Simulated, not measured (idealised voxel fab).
Herein follows the process module entitled voxel air gaps.
Square cell edge 5 nm, section width 275 nm, ID cut.
Cross-section layout: square cells on a grid; listed as bands, top to bottom; a band spans one or more cell rows.
Band: top and bottom heights (nm) first, top before bottom; then materials from left to right, widths in nm. "edge to edge" marks a sole material filling the band edge to edge. "blank" denotes empty space.
Basically, 0 is our baseline, since under it the wafer straight out of the box is all one material. The bottom band has no lower end and keeps on going down, so it looks like "0 down".
A width given as "30->40" starts at the first number in the band's top row and ends at the second number in its bottom row, shifting by an equal amount at every step from row to row.
Step marked "no modifications"? Then no cell in the cross-section changed in it.
Empty spaces without an open route to the top, at least 8 cells in extent, make up the entry "Completely enclosed voids"; each is given as width x height at distance, where the distance is measured from the left edge, and all are in nm.
Step line, after settings: the simulator's comment on this step.
Regarding "overlay nm": on a step with a mask, it is the distance the mask lay to the right of its planned place; a negative value places it to the left.

These are the steps we planned for the process
1 RECEIVE: material Si
2 CONFORMAL_DEP: material SiO2, thk nm 10
3 CONFORMAL_DEP: material SiCN, thk nm 5
4 DIRECTIONAL_DEP: material SiO2, thk nm 35
5 PATTERN: tone open, mask id LINES, material resist, width nm 20, pitch nm 50, thk nm 20, overlay nm 0
6 DIRECTIONAL_ETCH: etch materials SiO2, depth nm 35
7 STRIP: etch materials resist
8 CONFORMAL_DEP: material TiN, thk nm 5
9 FILL_DEP: material Cu, thk nm 10
10 CMP: height nm 50
11 EPI: material Ru, thk nm 10
12 SELECTIVE_ETCH: etch materials SiO2, depth nm 45
13 CONFORMAL_DEP: material SiCN, thk nm 5

Concerning the first of two wafers, which was run in accordance with the plan

Cross-section of the wafer at receipt, which is the condition after step 1
* 0 down = Si edge to edge
* Completely enclosed voids: none

Cross-section through the wafer, step 2 finished
* 10 to 0 = SiO2 edge to edge
* Lower than 0, everything is as it was.

Cross-section through the wafer, step 3 finished
* 15 to 10 = SiCN edge to edge
* Lower than 10, everything is as it was.

Cross-section through the wafer, step 4 finished
* 50 to 15 = SiO2 edge to edge
* Lower than 15, everything is as it was.

Cross-section through the wafer, step 5 finished
* 70 to 50 = 75 of resist / 20 of blank / 30 of resist / 20 of blank / 30 of resist / 20 of blank / 80 of resist
* Lower than 50, everything is as it was.

Cross-section through the wafer, step 6 finished
* 70 to 50 = 75 of resist / 20 of blank / 30 of resist / 20 of blank / 30 of resist / 20 of blank / 80 of resist
* 50 to 15 = 75 of SiO2 / 20 of blank / 30 of SiO2 / 20 of blank / 30 of SiO2 / 20 of blank / 80 of SiO2
* Lower than 15, everything is as it was.

Cross-section through the wafer, step 7 finished
* 50 to 15 = 75 of SiO2 / 20 of blank / 30 of SiO2 / 20 of blank / 30 of SiO2 / 20 of blank / 80 of SiO2
* Lower than 15, everything is as it was.

Cross-section through the wafer, step 8 finished
* 55 to 50 = 80 of TiN / 10 of blank / 40 of TiN / 10 of blank / 40 of TiN / 10 of blank / 85 of TiN
* 50 to 20 = 75 of SiO2 / 5 of TiN / 10 of blank / 5 of TiN / 30 of SiO2 / 5 of TiN / 10 of blank / 5 of TiN / 30 of SiO2 / 5 of TiN / 10 of blank / 5 of TiN / 80 of SiO2
* 20 to 15 = 75 of SiO2 / 20 of TiN / 30 of SiO2 / 20 of TiN / 30 of SiO2 / 20 of TiN / 80 of SiO2
* Lower than 15, everything is as it was.

Cross-section through the wafer, step 9 finished
* 65 to 55 = Cu edge to edge
* 55 to 50 = 80 of TiN / 10 of Cu / 40 of TiN / 10 of Cu / 40 of TiN / 10 of Cu / 85 of TiN
* 50 to 20 = 75 of SiO2 / 5 of TiN / 10 of Cu / 5 of TiN / 30 of SiO2 / 5 of TiN / 10 of Cu / 5 of TiN / 30 of SiO2 / 5 of TiN / 10 of Cu / 5 of TiN / 80 of SiO2
* Lower than 20, everything is as it was.

Cross-section through the wafer, step 10 finished
* 50 to 20 = 75 of SiO2 / 5 of TiN / 10 of Cu / 5 of TiN / 30 of SiO2 / 5 of TiN / 10 of Cu / 5 of TiN / 30 of SiO2 / 5 of TiN / 10 of Cu / 5 of TiN / 80 of SiO2
* Lower than 20, everything is as it was.

Cross-section through the wafer, step 11 finished
* 60 to 50 = 65 of blank / 40 of Ru / 10 of blank / 40 of Ru / 10 of blank / 40 of Ru / 70 of blank
* Lower than 50, everything is as it was.

Cross-section through the wafer, step 12 finished
* 60 to 50 = 65 of blank / 40 of Ru / 10 of blank / 40 of Ru / 10 of blank / 40 of Ru / 70 of blank
* 50 to 20 = 75 of blank / 5 of TiN / 10 of Cu / 5 of TiN / 30 of blank / 5 of TiN / 10 of Cu / 5 of TiN / 30 of blank / 5 of TiN / 10 of Cu / 5 of TiN / 80 of blank
* 20 to 15 = 75 of blank / 20 of TiN / 30 of blank / 20 of TiN / 30 of blank / 20 of TiN / 80 of blank
* Lower than 15, everything is as it was.

Cross-section through the wafer, step 13 finished
* 65 to 60 = 60 of blank / 150 of SiCN / 65 of blank
* 60 to 50 = 60 of blank / 5 of SiCN / 40 of Ru / 10 of SiCN / 40 of Ru / 10 of SiCN / 40 of Ru / 5 of SiCN / 65 of blank
* 50 to 45 = 60 of blank / 15 of SiCN / 5 of TiN / 10 of Cu / 5 of TiN / 30 of SiCN / 5 of TiN / 10 of Cu / 5 of TiN / 30 of SiCN / 5 of TiN / 10 of Cu / 5 of TiN / 15 of SiCN / 65 of blank
* 45 to 20 = 70 of blank / 5 of SiCN / 5 of TiN / 10 of Cu / 5 of TiN / 5 of SiCN / 20 of blank / 5 of SiCN / 5 of TiN / 10 of Cu / 5 of TiN / 5 of SiCN / 20 of blank / 5 of SiCN / 5 of TiN / 10 of Cu / 5 of TiN / 5 of SiCN / 75 of blank
* 20 to 15 = 75 of SiCN / 20 of TiN / 30 of SiCN / 20 of TiN / 30 of SiCN / 20 of TiN / 80 of SiCN
* Lower than 15, everything is as it was.
* Completely enclosed voids: 20 x 25 at 100; 20 x 25 at 150

Okay, second wafer. Nothing different at the start, nothing different in the plan, just one mistake somewhere in the running. As far as step 10, counting that step, it's the first wafer all over again

Here is the second wafer in cross-section at the point where step 11 of the plan should have been done
* 50 to 20 = 75 of blank / 5 of TiN / 10 of Cu / 5 of TiN / 30 of blank / 5 of TiN / 10 of Cu / 5 of TiN / 30 of blank / 5 of TiN / 10 of Cu / 5 of TiN / 80 of blank
* 20 to 15 = 75 of blank / 20 of TiN / 30 of blank / 20 of TiN / 30 of blank / 20 of TiN / 80 of blank
* Lower than 15, everything is as it was.

Here is the second wafer in cross-section at the point where step 12 of the plan should have been done
* 60 to 50 = 65 of blank / 40 of Ru / 10 of blank / 40 of Ru / 10 of blank / 40 of Ru / 70 of blank
* 50 to 20 = 65 of blank / 10 of Ru / 5 of TiN / 10 of Cu / 5 of TiN / 10 of Ru / 10 of blank / 10 of Ru / 5 of TiN / 10 of Cu / 5 of TiN / 10 of Ru / 10 of blank / 10 of Ru / 5 of TiN / 10 of Cu / 5 of TiN / 10 of Ru / 70 of blank
* 20 to 15 = 65 of blank / 10 of Ru / 20 of TiN / 10 of Ru / 10 of blank / 10 of Ru / 20 of TiN / 10 of Ru / 10 of blank / 10 of Ru / 20 of TiN / 10 of Ru / 70 of blank
* Lower than 15, everything is as it was.

Here is the second wafer in cross-section at the point where step 13 of the plan should have been done
* 65 to 60 = 60 of blank / 150 of SiCN / 65 of blank
* 60 to 50 = 60 of blank / 5 of SiCN / 40 of Ru / 10 of SiCN / 40 of Ru / 10 of SiCN / 40 of Ru / 5 of SiCN / 65 of blank
* 50 to 20 = 60 of blank / 5 of SiCN / 10 of Ru / 5 of TiN / 10 of Cu / 5 of TiN / 10 of Ru / 10 of SiCN / 10 of Ru / 5 of TiN / 10 of Cu / 5 of TiN / 10 of Ru / 10 of SiCN / 10 of Ru / 5 of TiN / 10 of Cu / 5 of TiN / 10 of Ru / 5 of SiCN / 65 of blank
* 20 to 15 = 65 of SiCN / 10 of Ru / 20 of TiN / 10 of Ru / 10 of SiCN / 10 of Ru / 20 of TiN / 10 of Ru / 10 of SiCN / 10 of Ru / 20 of TiN / 10 of Ru / 70 of SiCN
* Lower than 15, everything is as it was.
Short version of what went wrong: steps 11 and 12 got flipped, so each one ran where the other should have
Looking at both finished wafers in cells, the second ends up ahead of or behind the first on some materials: 84 more of Ru | 24 fewer of SiCN
Ultimately, the number of closed voids is 2 in the first wafer and 0 in the second wafer.
